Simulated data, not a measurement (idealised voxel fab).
You're looking at the process module voxel lift off.
Square cells of 5 nm make up the cross-section cut, whose width is 150 nm.
Cross-sections here: square-cell grids, written as top-down lists of bands, a band being one or more rows of cells. Heights first: top, then bottom, in nm. Then materials, left to right, each with a width in nm. "edge to edge" on a single material: fills the band edge to edge. "empty": empty space. Measure heights from 0. That's the level where, below it, the as-received wafer is all one material. The lowest band is bottomless and extends downward; write it as in "0 and below". Per-row width for "30..40": begins at first number (top row of band), ends at second number (bottom row), increment between rows held constant. What does "same as before" mean for a step? It means no cell of the cross-section changed in that step. Each empty space that has no open way to the top and spans at least 8 cells appears under "Voids, sealed" as width x height at distance, the distance counted from the left edge, all in nm. What comes after the settings on a step's line is commentary from the simulator itself on that step. overlay nm: right-of-plan distance of the mask on a masked step; negative values mean left-of-plan.

Steps planned for the process:
1: op RECEIVE | material Si
2: op CONFORMAL_DEP | material SiO2 | thk nm 15
3: op PATTERN | tone open | mask id LINES | material resist | width nm 25 | pitch nm 45 | thk nm 20 | overlay nm 0
4: op DIRECTIONAL_DEP | material Ru | thk nm 5
5: op STRIP | etch materials resist
6: op CONFORMAL_DEP | material SiN | thk nm 5

Here's what the wafer looked like in cross-section when it arrived - that's after step 1:
    0 and below  Si edge to edge
    Voids, sealed: none

Cross-section at module end, one run error; start and plan unchanged from above:
    25 down to 20  40 nm empty, 25 nm SiN, 20 nm empty, 25 nm SiN, 40 nm empty
    20 down to 15  45 nm SiN, 15 nm Ru, 30 nm SiN, 15 nm Ru, 45 nm SiN
    15 down to 0  SiO2 edge to edge
    0 and below  Si edge to edge
    Voids, sealed: none
Deviation from plan: so step 3 ended up running with a different setting than we planned, it ran as op PATTERN | tone open | mask id LINES | material resist | width nm 15 | pitch nm 45 | thk nm 20 | overlay nm 0
